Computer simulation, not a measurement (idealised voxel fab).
This section sets out a process module, namely voxel capacitor over wiring.
Section shown: cut. Width: 250 nm. Cell size: 5 nm, square.
Cross-section, as written here: a square-cell grid given band by band from the top down, where a band holds one or more rows of cells. Per band: top height and bottom height in nm, followed by the left-to-right materials and their widths in nm; "full width" marks a single material spanning edge to edge, "blank" marks empty space. The level at which height equals 0 is the one under which the wafer, as it arrives, is entirely one material. No lower edge exists for the bottom band, which continues downward and is notated as in "top 0, no bottom". The notation "30->40" denotes a width that varies across the rows of cells in the band, beginning at the first number in the top row, finishing at the second number in the bottom row, and changing by an identical amount from each row to the next. Step note "nothing altered" = no cross-section cell changed. "Closed empty spaces" contains a list of empty spaces, each no smaller than 8 cells and without an open way to the top, written in the form width x height at distance with the distance from the left edge and all three in nm. Read whatever lies past the settings on a step's line as the simulator's own remark about the step. Among the settings permitted on a step's line is "overlay nm"; applied to a step with a mask, it specifies the extent to which the mask lay to the right of its planned position, whereas a negative figure signifies a position to the left.
Process steps (planned)
- 1: RECEIVE | material Si
- 2: CONFORMAL_DEP | material SiO2 | thk nm 10
- 3: CONFORMAL_DEP | material SiCN | thk nm 5
- 4: DIRECTIONAL_DEP | material lowk | thk nm 20
- 5: PATTERN | tone open | mask id METAL_1 | material resist | width nm 30 | pitch nm 100 | thk nm 15 | overlay nm 0
- 6: DIRECTIONAL_ETCH | etch materials lowk | depth nm 20
- 7: DIRECTIONAL_ETCH | etch materials SiCN | depth nm 5
- 8: STRIP | etch materials resist
- 9: CONFORMAL_DEP | material TiN | thk nm 5
- 10: FILL_DEP | material W | thk nm 5
- 11: CMP | height nm 35
- 12: CONFORMAL_DEP | material SiCN | thk nm 5
- 13: DIRECTIONAL_DEP | material lowk | thk nm 10
- 14: PATTERN | tone open | mask id PLUG_1 | material resist | width nm 15 | thk nm 20 | overlay nm -15
- 15: DIRECTIONAL_ETCH | etch materials lowk | depth nm 10
- 16: DIRECTIONAL_ETCH | etch materials SiCN | depth nm 5
- 17: STRIP | etch materials resist
- 18: EPI | material Ru | thk nm 10
- 19: EPI | material Ru | thk nm 5
- 20: DIRECTIONAL_DEP | material TiN | thk nm 5
- 21: DIRECTIONAL_DEP | material HfO2 | thk nm 5
- 22: DIRECTIONAL_DEP | material TiN | thk nm 10
- 23: DIRECTIONAL_DEP | material aC | thk nm 10
- 24: PATTERN | tone cover | mask id UPPER_PLATE | material resist | width nm 75 | thk nm 30 | overlay nm 0
- 25: DIRECTIONAL_ETCH | etch materials aC | depth nm 10
- 26: STRIP | etch materials resist
- 27: DIRECTIONAL_ETCH | etch materials TiN | depth nm 10
- 28: DIRECTIONAL_ETCH | etch materials HfO2 | depth nm 5
- 29: STRIP | etch materials aC
- 30: DIRECTIONAL_DEP | material aC | thk nm 15
- 31: PATTERN | tone cover | mask id LOWER_PLATE | material resist | width nm 85 | thk nm 30 | overlay nm 0
- 32: DIRECTIONAL_ETCH | etch materials aC | depth nm 15
- 33: STRIP | etch materials resist
- 34: DIRECTIONAL_ETCH | etch materials TiN | depth nm 5
- 35: STRIP | etch materials aC
- 36: FILL_DEP | material SiO2 | thk nm 15
- 37: CMP | height nm 80
- 38: DIRECTIONAL_DEP | material aC | thk nm 10
- 39: PATTERN | tone open | mask id PLUG_2 | material resist | width nm 15 | thk nm 25 | overlay nm 0
- 40: DIRECTIONAL_ETCH | etch materials aC | depth nm 10
- 41: STRIP | etch materials resist
- 42: DIRECTIONAL_ETCH | etch materials SiO2 | depth nm 10
- 43: STRIP | etch materials aC
- 44: CONFORMAL_DEP | material TiN | thk nm 5
- 45: FILL_DEP | material W | thk nm 5
- 46: CMP | height nm 80
- 47: CONFORMAL_DEP | material SiCN | thk nm 5
Wafers differ in overlay nm at step 14; plan lists the first wafer's value; identical starting state.
Cut through the first of several wafers as received, post step 1
  top 0, no bottom: Si full width
  Closed empty spaces: none
End-of-module cross-section, first of several wafers, after last step 47
  top 85, bottom 80: SiCN full width
  top 80, bottom 75: SiO2 85 nm; TiN 5 nm; W 5 nm; TiN 5 nm; SiO2 150 nm
  top 75, bottom 70: SiO2 85 nm; TiN 15 nm; SiO2 150 nm
  top 70, bottom 60: SiO2 75 nm; TiN 75 nm; SiO2 100 nm
  top 60, bottom 55: SiO2 75 nm; HfO2 75 nm; SiO2 100 nm
  top 55, bottom 50: SiO2 70 nm; TiN 85 nm; SiO2 95 nm
  top 50, bottom 40: lowk 60 nm; Ru 15 nm; lowk 175 nm
  top 40, bottom 35: SiCN 60 nm; Ru 15 nm; SiCN 175 nm
  top 35, bottom 15: lowk 60 nm; TiN 5 nm; W 20 nm; TiN 5 nm; lowk 70 nm; TiN 5 nm; W 20 nm; TiN 5 nm; lowk 60 nm
  top 15, bottom 10: SiCN 60 nm; TiN 30 nm; SiCN 70 nm; TiN 30 nm; SiCN 60 nm
  top 10, bottom 0: SiO2 full width
  top 0, no bottom: Si full width
  Closed empty spaces: none
A cross-section through the last wafer at the close of the module
  top 85, bottom 80: SiCN full width
  top 80, bottom 75: SiO2 85 nm; TiN 5 nm; W 5 nm; TiN 5 nm; SiO2 150 nm
  top 75, bottom 70: SiO2 85 nm; TiN 15 nm; SiO2 150 nm
  top 70, bottom 60: SiO2 75 nm; TiN 15 nm; SiO2 15 nm; TiN 45 nm; SiO2 100 nm
  top 60, bottom 55: SiO2 75 nm; HfO2 15 nm; SiO2 15 nm; HfO2 45 nm; SiO2 100 nm
  top 55, bottom 50: SiO2 70 nm; TiN 85 nm; SiO2 95 nm
  top 50, bottom 45: lowk 90 nm; TiN 15 nm; lowk 145 nm
  top 45, bottom 40: lowk 90 nm; HfO2 15 nm; lowk 145 nm
  top 40, bottom 35: SiCN 90 nm; TiN 15 nm; SiCN 145 nm
  top 35, bottom 15: lowk 60 nm; TiN 5 nm; W 20 nm; TiN 5 nm; lowk 70 nm; TiN 5 nm; W 20 nm; TiN 5 nm; lowk 60 nm
  top 15, bottom 10: SiCN 60 nm; TiN 30 nm; SiCN 70 nm; TiN 30 nm; SiCN 60 nm
  top 10, bottom 0: SiO2 full width
  top 0, no bottom: Si full width
  Closed empty spaces: none
Below: a row per wafer. Contents at end of module: for every material, cells gained since receipt (+) or lost since receipt (-); then closed voids
overlay nm -15; +15 HfO2; +9 Ru; +135 SiCN; +332 SiO2; +80 TiN; +33 W; +246 lowk; Closed empty spaces: none
overlay nm -10; +15 HfO2; +9 Ru; +135 SiCN; +332 SiO2; +80 TiN; +33 W; +246 lowk; Closed empty spaces: none
overlay nm -5; +15 HfO2; +9 Ru; +135 SiCN; +332 SiO2; +80 TiN; +33 W; +246 lowk; Closed empty spaces: none
overlay nm 0; +15 HfO2; +9 Ru; +135 SiCN; +332 SiO2; +80 TiN; +33 W; +246 lowk; Closed empty spaces: none
overlay nm 5; +15 HfO2; +9 Ru; +135 SiCN; +332 SiO2; +80 TiN; +33 W; +246 lowk; Closed empty spaces: none
overlay nm 10; +15 HfO2; +9 Ru; +135 SiCN; +332 SiO2; +80 TiN; +33 W; +246 lowk; Closed empty spaces: none
overlay nm 15; +15 HfO2; +135 SiCN; +341 SiO2; +80 TiN; +33 W; +246 lowk; Closed empty spaces: none
